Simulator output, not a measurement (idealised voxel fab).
process module | voxel wiring stack
cross-section cut | 255 nm wide | cells 5 nm
A cross-section is a grid of square cells, given in bands from the top down. A band is one or more rows of cells.
Each band's line starts with the height of the band's top and of its bottom, in nm. Then come its materials from left to right, each with its width in nm. One material with "throughout" fills the band from edge to edge. "air" is empty space.
Height 0 is the level under which the wafer as received is all one material. The lowest band goes on downwards, as in "0 down".
A width such as "30 to 40" changes by the same amount from each row of cells to the next, from the band's top row to its bottom row.
"no change" after a step means that no cell of the cross-section changed.
closed voids: empty space of 8 cells or more with no open way to the top, each as width x height at its distance from the left edge, in nm
after a step's settings: what the simulator itself notes on the step
overlay nm, on a step with a mask: how far to the right of its planned place the mask lay; to the left if negative
plan
1 op RECEIVE | material Si
2 op CONFORMAL_DEP | material SiO2 | thk nm 15
3 op CONFORMAL_DEP | material SiN | thk nm 5
4 op DIRECTIONAL_DEP | material lowk | thk nm 25
5 op MASKED_ETCH | tone open | mask id METAL_1 | width nm 30 | pitch nm 50 | etch materials lowk | depth nm 25 | overlay nm 0
6 op MASKED_ETCH | tone open | mask id METAL_1 | width nm 30 | pitch nm 50 | etch materials SiN | depth nm 5 | overlay nm 0
7 op CONFORMAL_DEP | material TiN | thk nm 5
8 op FILL_DEP | material Cu | thk nm 10
9 op CMP | height nm 45
10 op CONFORMAL_DEP | material SiCN | thk nm 5
11 op DIRECTIONAL_DEP | material SiO2 | thk nm 25
12 op MASKED_ETCH | tone open | mask id METAL_2_HOLES | width nm 15 | pitch nm 50 | etch materials SiO2 | depth nm 25 | overlay nm 0
13 op MASKED_ETCH | tone open | mask id METAL_2 | width nm 30 | pitch nm 50 | etch materials SiO2 | depth nm 15 | overlay nm 0
14 op MASKED_ETCH | tone open | mask id METAL_2 | width nm 30 | pitch nm 50 | etch materials SiCN | depth nm 5 | overlay nm 0
15 op CONFORMAL_DEP | material TiN | thk nm 5
16 op FILL_DEP | material Cu | thk nm 10
17 op CMP | height nm 75
18 op CONFORMAL_DEP | material SiCN | thk nm 5
19 op DIRECTIONAL_DEP | material lowk | thk nm 30
20 op MASKED_ETCH | tone open | mask id METAL_3 | width nm 30 | pitch nm 50 | etch materials lowk | depth nm 15 | overlay nm 0
21 op MASKED_ETCH | tone open | mask id METAL_3_HOLES | width nm 15 | pitch nm 50 | etch materials lowk | depth nm 15 | overlay nm 0
22 op MASKED_ETCH | tone open | mask id METAL_3_HOLES | width nm 15 | pitch nm 50 | etch materials SiCN | depth nm 5 | overlay nm 0
23 op CONFORMAL_DEP | material TiN | thk nm 5
24 op FILL_DEP | material Cu | thk nm 5
25 op CMP | height nm 110
26 op CONFORMAL_DEP | material SiN | thk nm 5
varied across the wafers: width nm of step 21. The plan shows the first wafer's value. All wafers start alike
first wafer as received, after step 1
  0 down: Si throughout
  closed voids: none
each wafer at the end: cells of each material gained (+) or lost (-) since it was received, then its closed voids
width nm 15 | +172 Cu | +78 SiCN | +78 SiN | +312 SiO2 | +200 TiN | +333 lowk | closed voids: none
width nm 20 | +184 Cu | +78 SiCN | +78 SiN | +312 SiO2 | +200 TiN | +321 lowk | closed voids: none
width nm 25 | +192 Cu | +78 SiCN | +78 SiN | +312 SiO2 | +204 TiN | +309 lowk | closed voids: none
width nm 30 | +204 Cu | +78 SiCN | +78 SiN | +312 SiO2 | +204 TiN | +297 lowk | closed voids: none
